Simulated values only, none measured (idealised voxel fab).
Process module, titled voxel tone inversion
260 nm wide, 5 nm square cells: that's cross-section cut.
Heads up, the way a cross-section reads in here is a grid of square cells, handed over as bands from the top down, with every band being one or more rows of cells.
Within each band entry, the heights of the top and of the bottom of the band appear first, in that order and in nm; the materials of the band then follow from left to right, each with its corresponding width in nm. The designation "throughout" on a single material indicates that it fills the band from edge to edge; the designation "empty" indicates empty space.
Heights are reckoned from 0. Under this level, the received wafer is all of one material. The bottommost band is open-ended downward, for example "0 -> down".
A width given as "30->40" starts at the first number in the band's top row and ends at the second number in its bottom row, shifting by an equal amount at every step from row to row.
Basically "no alteration" means that step didn't change any cell in the cross-section.
"Closed internal voids" contains a list of empty spaces, each no smaller than 8 cells and without an open way to the top, written in the form width x height at distance with the distance from the left edge and all three in nm.
It should be noted that, on the line of a given step, the content following the step's settings is a remark produced by the simulator itself with respect to that step.
"overlay nm" on a masked step: distance the mask lay right of its planned place, negative for left.
# Process steps - plan
1. RECEIVE with material Si
2. CONFORMAL_DEP with material SiCN, thk nm 10
3. DIRECTIONAL_DEP with material aC, thk nm 25
4. PATTERN with tone cover, mask id POSTS, material resist, width nm 25, pitch nm 55, thk nm 35, overlay nm 0
5. DIRECTIONAL_ETCH with etch materials aC, depth nm 25
6. STRIP with etch materials resist
7. FILL_DEP with material SiO2, thk nm 5
8. CMP with height nm 35
9. STRIP with etch materials aC
# The first of two wafers, run as planned
# As-received state of the wafer in cross-section, equivalent to post-step 1
  0 -> down | Si throughout
  Closed internal voids: none
# Take a look at the wafer's cross-section after step 2
  10 -> 0 | SiCN throughout
  Unchanged below 0.
# Take a look at the wafer's cross-section after step 3
  35 -> 10 | aC throughout
  Unchanged below 10.
# Take a look at the wafer's cross-section after step 4
  70 -> 35 | 60 nm empty | 25 nm resist | 30 nm empty | 25 nm resist | 30 nm empty | 25 nm resist | 65 nm empty
  Unchanged below 35.
# Take a look at the wafer's cross-section after step 5
  45 -> 35 | 60 nm empty | 25 nm resist | 30 nm empty | 25 nm resist | 30 nm empty | 25 nm resist | 65 nm empty
  35 -> 10 | 60 nm empty | 25 nm aC | 30 nm empty | 25 nm aC | 30 nm empty | 25 nm aC | 65 nm empty
  Unchanged below 10.
# Take a look at the wafer's cross-section after step 6
  35 -> 10 | 60 nm empty | 25 nm aC | 30 nm empty | 25 nm aC | 30 nm empty | 25 nm aC | 65 nm empty
  Unchanged below 10.
# Take a look at the wafer's cross-section after step 7
  40 -> 35 | SiO2 throughout
  35 -> 10 | 60 nm SiO2 | 25 nm aC | 30 nm SiO2 | 25 nm aC | 30 nm SiO2 | 25 nm aC | 65 nm SiO2
  Unchanged below 10.
# Take a look at the wafer's cross-section after step 8
  35 -> 10 | 60 nm SiO2 | 25 nm aC | 30 nm SiO2 | 25 nm aC | 30 nm SiO2 | 25 nm aC | 65 nm SiO2
  Unchanged below 10.
# Take a look at the wafer's cross-section after step 9
  35 -> 10 | 60 nm SiO2 | 25 nm empty | 30 nm SiO2 | 25 nm empty | 30 nm SiO2 | 25 nm empty | 65 nm SiO2
  Unchanged below 10.
# For the second wafer, take the first wafer's start and plan, then add one mistake made in running it; everything through step 8, that step included, is shared with the first
# Second wafer: cross-section at the scheduled end of step 9
  35 -> 10 | 60 nm empty | 25 nm aC | 30 nm empty | 25 nm aC | 30 nm empty | 25 nm aC | 65 nm empty
  Unchanged below 10.
Where did the run depart from the plan? step 9, actual vs plan mismatch, actual run STRIP with etch materials SiO2
Count the cells at the end and the second wafer has more or fewer of some materials than the first: SiO2: 185 fewer, aC: 75 more
